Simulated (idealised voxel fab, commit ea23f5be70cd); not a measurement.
Proc. module: voxel transistor to metal
In the cross-section labelled cut, the width is 285 nm and each square cell is 5 nm.
Notation: cross-section as square-cell grid; stated in bands, top first, going down; one or more cell rows per band.
Band: top height; bottom height; in nm. Then, left to right: material with width in nm, for each material. "full width": a single material spanning edge to edge. "empty": empty space.
Convention: height 0 is the level below which the wafer, as received, is all one material. The lowest band does not terminate at the bottom but continues downward, represented as "top 0, no bottom".
The expression "30->40" gives the width at the extremes of the band, the first number at its top row of cells and the second at its bottom row, with the width changing by equal amounts from each row to the next in between.
Step marked "nothing different"? Then no cell in the cross-section changed in it.
The entry "Closed cavity list" lists the empty spaces that cover at least 8 cells and have no open path to the top. Each is written as width x height at distance, where the distance is measured from the left edge and all three values are in nm.
If you see something after the settings on a step's line, that's the simulator's own remark about that step.
overlay nm: mask right of planned place by this much (step with mask). Neg. = left.
## Set out below are the planned steps of the process
1: RECEIVE with material Si
2: OXIDIZE with depth nm 5
3: CONFORMAL_DEP with material SiN, thk nm 10
4: DIRECTIONAL_DEP with material aC, thk nm 10
5: PATTERN with tone cover, mask id ACTIVE, material resist, width nm 95, pitch nm 115, thk nm 30, overlay nm 0
6: DIRECTIONAL_ETCH with etch materials aC, depth nm 10
7: STRIP with etch materials resist
8: DIRECTIONAL_ETCH with etch materials SiN, depth nm 10
9: DIRECTIONAL_ETCH with etch materials SiO2, depth nm 5
10: DIRECTIONAL_ETCH with etch materials Si, depth nm 30
11: STRIP with etch materials aC
12: FILL_DEP with material SiO2, thk nm 10
13: CMP with height nm 10
14: SELECTIVE_ETCH with etch materials SiO2, depth nm 10
15: STRIP with etch materials SiN
16: SELECTIVE_ETCH with etch materials SiO2, depth nm 5
17: OXIDIZE with depth nm 5
18: DIRECTIONAL_DEP with material polySi, thk nm 25
19: DIRECTIONAL_DEP with material SiCN, thk nm 10
20: DIRECTIONAL_DEP with material aC, thk nm 15
21: PATTERN with tone cover, mask id GATE, material resist, width nm 15, pitch nm 115, thk nm 30, overlay nm 0
22: DIRECTIONAL_ETCH with etch materials aC, depth nm 15
23: STRIP with etch materials resist
24: DIRECTIONAL_ETCH with etch materials SiCN, depth nm 20
25: DIRECTIONAL_ETCH with etch materials polySi, depth nm 35
26: STRIP with etch materials aC
27: CONFORMAL_DEP with material SiO2, thk nm 5
28: DIRECTIONAL_ETCH with etch materials SiO2, depth nm 5
29: CONFORMAL_DEP with material SiN, thk nm 10
30: DIRECTIONAL_ETCH with etch materials SiN, depth nm 10
31: DIRECTIONAL_ETCH with etch materials SiO2, depth nm 5
32: EPI with material nSi, thk nm 5
33: FILL_DEP with material SiO2, thk nm 10
34: CMP with height nm 30
35: DIRECTIONAL_DEP with material SiO2, thk nm 10
36: DIRECTIONAL_DEP with material aC, thk nm 10
37: PATTERN with tone open, mask id CONTACT, material resist, width nm 25, thk nm 25, overlay nm 0
38: DIRECTIONAL_ETCH with etch materials aC, depth nm 10
39: STRIP with etch materials resist
40: DIRECTIONAL_ETCH with etch materials SiO2, depth nm 45
41: STRIP with etch materials aC
42: CONFORMAL_DEP with material TiN, thk nm 5
43: FILL_DEP with material W, thk nm 10
44: CMP with height nm 40
45: CONFORMAL_DEP with material SiN, thk nm 5
46: DIRECTIONAL_DEP with material lowk, thk nm 25
47: PATTERN with tone open, mask id METAL_1, material resist, width nm 15, thk nm 20, overlay nm 0
48: DIRECTIONAL_ETCH with etch materials lowk, depth nm 25
49: DIRECTIONAL_ETCH with etch materials SiN, depth nm 5
50: STRIP with etch materials resist
51: CONFORMAL_DEP with material TiN, thk nm 5
52: FILL_DEP with material Cu, thk nm 10
53: CMP with height nm 70
54: CONFORMAL_DEP with material SiN, thk nm 5
## Received-state cross-section, reflecting completion of step 1
* top 0, no bottom  Si full width
* Closed cavity list: none
## First of two wafers: cross-section at end of module, run per plan
* top 75, bottom 70  SiN full width
* top 70, bottom 45  lowk 45 nm; TiN 5 nm; Cu 5 nm; TiN 5 nm; lowk 45 nm; TiN 5 nm; Cu 5 nm; TiN 5 nm; lowk 40 nm; TiN 5 nm; Cu 5 nm; TiN 5 nm; lowk 45 nm; TiN 5 nm; Cu 5 nm; TiN 5 nm; lowk 50 nm
* top 45, bottom 40  SiN 45 nm; TiN 15 nm; SiN 45 nm; TiN 15 nm; SiN 40 nm; TiN 15 nm; SiN 45 nm; TiN 15 nm; SiN 50 nm
* top 40, bottom 30  SiO2 45 nm; TiN 5 nm; W 15->5 nm; TiN 5->15 nm; SiO2 25 nm; TiN 5->15 nm; W 15->5 nm; TiN 5 nm; SiO2 40 nm; TiN 5 nm; W 15->5 nm; TiN 5->15 nm; SiO2 25 nm; TiN 5->15 nm; W 15->5 nm; TiN 5 nm; SiO2 50 nm
* top 30, bottom 20  SiO2 45 nm; TiN 5 nm; W 5 nm; TiN 5 nm; SiN 10 nm; SiO2 5 nm; SiCN 15 nm; SiO2 5 nm; SiN 10 nm; TiN 5 nm; W 5 nm; TiN 5 nm; SiO2 40 nm; TiN 5 nm; W 5 nm; TiN 5 nm; SiN 10 nm; SiO2 5 nm; SiCN 15 nm; SiO2 5 nm; SiN 10 nm; TiN 5 nm; W 5 nm; TiN 5 nm; SiO2 50 nm
* top 20, bottom 0  SiO2 45 nm; TiN 5 nm; W 5 nm; TiN 5 nm; SiN 10 nm; SiO2 5 nm; polySi 15 nm; SiO2 5 nm; SiN 10 nm; TiN 5 nm; W 5 nm; TiN 5 nm; SiO2 40 nm; TiN 5 nm; W 5 nm; TiN 5 nm; SiN 10 nm; SiO2 5 nm; polySi 15 nm; SiO2 5 nm; SiN 10 nm; TiN 5 nm; W 5 nm; TiN 5 nm; SiO2 50 nm
* top 0, bottom -5  SiO2 45 nm; TiN 15 nm; SiN 10 nm; SiO2 5 nm; polySi 15 nm; SiO2 5 nm; SiN 10 nm; TiN 15 nm; SiO2 40 nm; TiN 15 nm; SiN 10 nm; SiO2 5 nm; polySi 15 nm; SiO2 5 nm; SiN 10 nm; TiN 15 nm; SiO2 50 nm
* top -5, bottom -10  SiO2 30 nm; nSi 30 nm; SiO2 45 nm; nSi 30 nm; SiO2 10 nm; nSi 30 nm; SiO2 45 nm; nSi 30 nm; SiO2 35 nm
* top -10, bottom -35  SiO2 35 nm; Si 95 nm; SiO2 20 nm; Si 95 nm; SiO2 40 nm
* top -35, no bottom  Si full width
* Closed cavity list: none
## Second wafer of the two, sectioned at the end of the module. It began like the first and followed the same plan, but one mistake was made while running it
* top 75, bottom 70  SiN full width
* top 70, bottom 45  lowk 45 nm; TiN 5 nm; Cu 5 nm; TiN 5 nm; lowk 45 nm; TiN 5 nm; Cu 5 nm; TiN 5 nm; lowk 40 nm; TiN 5 nm; Cu 5 nm; TiN 5 nm; lowk 45 nm; TiN 5 nm; Cu 5 nm; TiN 5 nm; lowk 50 nm
* top 45, bottom 40  SiN 45 nm; TiN 15 nm; SiN 45 nm; TiN 15 nm; SiN 40 nm; TiN 15 nm; SiN 45 nm; TiN 15 nm; SiN 50 nm
* top 40, bottom 30  SiO2 45 nm; TiN 5 nm; W 15->5 nm; TiN 5->15 nm; SiO2 25 nm; TiN 5->15 nm; W 15->5 nm; TiN 5 nm; SiO2 40 nm; TiN 5 nm; W 15->5 nm; TiN 5->15 nm; SiO2 25 nm; TiN 5->15 nm; W 15->5 nm; TiN 5 nm; SiO2 50 nm
* top 30, bottom 20  SiO2 45 nm; TiN 5 nm; W 5 nm; TiN 5 nm; SiN 10 nm; SiO2 5 nm; SiCN 15 nm; SiO2 5 nm; SiN 10 nm; TiN 5 nm; W 5 nm; TiN 5 nm; SiO2 40 nm; TiN 5 nm; W 5 nm; TiN 5 nm; SiN 10 nm; SiO2 5 nm; SiCN 15 nm; SiO2 5 nm; SiN 10 nm; TiN 5 nm; W 5 nm; TiN 5 nm; SiO2 50 nm
* top 20, bottom 0  SiO2 45 nm; TiN 5 nm; W 5 nm; TiN 5 nm; SiN 10 nm; SiO2 5 nm; polySi 15 nm; SiO2 5 nm; SiN 10 nm; TiN 5 nm; W 5 nm; TiN 5 nm; SiO2 40 nm; TiN 5 nm; W 5 nm; TiN 5 nm; SiN 10 nm; SiO2 5 nm; polySi 15 nm; SiO2 5 nm; SiN 10 nm; TiN 5 nm; W 5 nm; TiN 5 nm; SiO2 50 nm
* top 0, bottom -5  SiO2 45 nm; TiN 15 nm; SiN 10 nm; SiO2 5 nm; polySi 15 nm; SiO2 5 nm; SiN 10 nm; TiN 15 nm; SiO2 40 nm; TiN 15 nm; SiN 10 nm; SiO2 5 nm; polySi 15 nm; SiO2 5 nm; SiN 10 nm; TiN 15 nm; SiO2 50 nm
* top -5, bottom -10  nSi 40 nm; SiO2 85 nm; nSi 30 nm; SiO2 85 nm; nSi 45 nm
* top -10, bottom -35  Si 35 nm; SiO2 95 nm; Si 20 nm; SiO2 95 nm; Si 40 nm
* top -35, no bottom  Si full width
* Closed cavity list: none
Diagnosis: step 5, actual vs plan mismatch, actual run PATTERN with tone open, mask id ACTIVE, material resist, width nm 95, pitch nm 115, thk nm 30, overlay nm 0
The second wafer ends with more or fewer cells of some materials than the first, per final count: -95 Si | +96 SiO2 | -1 nSi
